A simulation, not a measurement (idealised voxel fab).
process module | voxel transistor to metal
cross-section cut | 270 nm wide | cells 5 nm
A cross-section is a grid of square cells, given in bands from the top down. A band is one or more rows of cells.
Each band's line starts with the height of the band's top and of its bottom, in nm. Then come its materials from left to right, each with its width in nm. One material with "throughout" fills the band from edge to edge. "air" is empty space.
Height 0 is the level under which the wafer as received is all one material. The lowest band goes on downwards, as in "0 down".
A width such as "30 to 40" changes by the same amount from each row of cells to the next, from the band's top row to its bottom row.
"no change" after a step means that no cell of the cross-section changed.
closed voids: empty space of 8 cells or more with no open way to the top, each as width x height at its distance from the left edge, in nm
after a step's settings: what the simulator itself notes on the step
overlay nm, on a step with a mask: how far to the right of its planned place the mask lay; to the left if negative
plan
1 op RECEIVE | material Si
2 op CONFORMAL_DEP | material SiO2 | thk nm 5
3 op CONFORMAL_DEP | material SiN | thk nm 15
4 op DIRECTIONAL_DEP | material aC | thk nm 10
5 op PATTERN | tone cover | mask id ACTIVE | material resist | width nm 105 | pitch nm 135 | thk nm 25 | overlay nm 0
6 op DIRECTIONAL_ETCH | etch materials aC | depth nm 10
7 op STRIP | etch materials resist
8 op DIRECTIONAL_ETCH | etch materials SiN | depth nm 15
9 op DIRECTIONAL_ETCH | etch materials SiO2 | depth nm 5
10 op DIRECTIONAL_ETCH | etch materials Si | depth nm 20
11 op STRIP | etch materials aC
12 op FILL_DEP | material SiO2 | thk nm 5
13 op CMP | height nm 20
14 op SELECTIVE_ETCH | etch materials SiO2 | depth nm 10
15 op STRIP | etch materials SiN
16 op SELECTIVE_ETCH | etch materials SiO2 | depth nm 5
17 op OXIDIZE | depth nm 5
18 op DIRECTIONAL_DEP | material polySi | thk nm 30
19 op DIRECTIONAL_DEP | material SiCN | thk nm 10
20 op MASKED_ETCH | tone cover | mask id GATE | width nm 15 | pitch nm 135 | etch materials SiCN | depth nm 20 | overlay nm 0
21 op MASKED_ETCH | tone cover | mask id GATE | width nm 15 | pitch nm 135 | etch materials polySi | depth nm 40 | overlay nm 0
22 op CONFORMAL_DEP | material SiN | thk nm 10
23 op DIRECTIONAL_ETCH | etch materials SiN | depth nm 10
24 op DIRECTIONAL_ETCH | etch materials SiO2 | depth nm 5
25 op DIRECTIONAL_ETCH | etch materials Si | depth nm 10
26 op EPI | material nSi | thk nm 10
27 op FILL_DEP | material SiO2 | thk nm 10
28 op CMP | height nm 40
29 op DIRECTIONAL_DEP | material SiO2 | thk nm 10
30 op PATTERN | tone open | mask id CONTACT | material resist | width nm 30 | thk nm 15 | overlay nm 0
31 op DIRECTIONAL_ETCH | etch materials SiO2 | depth nm 55
32 op STRIP | etch materials resist
33 op CONFORMAL_DEP | material TiN | thk nm 5
34 op FILL_DEP | material W | thk nm 5
35 op CMP | height nm 50
36 op CONFORMAL_DEP | material SiCN | thk nm 5
37 op DIRECTIONAL_DEP | material lowk | thk nm 20
38 op PATTERN | tone open | mask id METAL_1 | material resist | width nm 15 | thk nm 20 | overlay nm 0
39 op DIRECTIONAL_ETCH | etch materials lowk | depth nm 20
40 op DIRECTIONAL_ETCH | etch materials SiCN | depth nm 5
41 op STRIP | etch materials resist
42 op CONFORMAL_DEP | material TiN | thk nm 5
43 op FILL_DEP | material Cu | thk nm 5
44 op CMP | height nm 75
45 op EPI | material Ru | thk nm 5
46 op FILL_DEP | material SiCN | thk nm 5
as received, after step 1
  0 down: Si throughout
  closed voids: none
a wafer at the end: this start, this plan, one mistake
  85 to 80: SiCN throughout
  80 to 75: Ru 30 | SiCN 5 | Ru 65 | SiCN 5 | Ru 60 | SiCN 5 | Ru 65 | SiCN 5 | Ru 30
  75 to 55: Cu 20 | TiN 5 | lowk 15 | TiN 5 | Cu 45 | TiN 5 | lowk 15 | TiN 5 | Cu 40 | TiN 5 | lowk 15 | TiN 5 | Cu 45 | TiN 5 | lowk 15 | TiN 5 | Cu 20
  55 to 50: TiN 25 | SiCN 15 | TiN 55 | SiCN 15 | TiN 50 | SiCN 15 | TiN 55 | SiCN 15 | TiN 25
  50 to 40: SiO2 25 | TiN 5 | W 20 to 15 | TiN 5 to 10 | SiO2 25 | TiN 5 to 10 | W 20 to 15 | TiN 5 | SiO2 50 | TiN 5 | W 20 to 15 | TiN 5 to 10 | SiO2 25 | TiN 5 to 10 | W 20 to 15 | TiN 5 | SiO2 25
  40 to 30: SiO2 25 | TiN 5 | W 15 | TiN 5 | SiN 10 | SiCN 15 | SiN 10 | TiN 5 | W 15 | TiN 5 | SiO2 50 | TiN 5 | W 15 | TiN 5 | SiN 10 | SiCN 15 | SiN 10 | TiN 5 | W 15 | TiN 5 | SiO2 25
  30 to 10: SiO2 25 | TiN 5 | W 15 | TiN 5 | SiN 10 | polySi 15 | SiN 10 | TiN 5 | W 15 | TiN 5 | SiO2 50 | TiN 5 | W 15 | TiN 5 | SiN 10 | polySi 15 | SiN 10 | TiN 5 | W 15 | TiN 5 | SiO2 25
  10 to 5: SiO2 25 | TiN 25 | SiN 10 | polySi 15 | SiN 10 | TiN 25 | SiO2 50 | TiN 25 | SiN 10 | polySi 15 | SiN 10 | TiN 25 | SiO2 25
  5 to 0: SiO2 10 | SiN 10 | nSi 10 | TiN 10 | nSi 10 | SiN 10 | polySi 15 | SiN 10 | nSi 10 | TiN 10 | nSi 10 | SiN 10 | SiO2 20 | SiN 10 | nSi 10 | TiN 10 | nSi 10 | SiN 10 | polySi 15 | SiN 10 | nSi 10 | TiN 10 | nSi 10 | SiN 10 | SiO2 10
  0 to -5: SiO2 20 | nSi 10 | TiN 10 | nSi 10 | SiO2 35 | nSi 10 | TiN 10 | nSi 10 | SiO2 40 | nSi 10 | TiN 10 | nSi 10 | SiO2 35 | nSi 10 | TiN 10 | nSi 10 | SiO2 20
  -5 to -15: SiO2 15 | Si 5 | nSi 30 | Si 35 | nSi 30 | Si 5 | SiO2 30 | Si 5 | nSi 30 | Si 35 | nSi 30 | Si 5 | SiO2 15
  -15 to -20: SiO2 15 | Si 105 | SiO2 30 | Si 105 | SiO2 15
  -20 down: Si throughout
  closed voids: none
what went wrong: step 38 ran as: op PATTERN | tone cover | mask id METAL_1 | material resist | width nm 15 | thk nm 20 | overlay nm 0
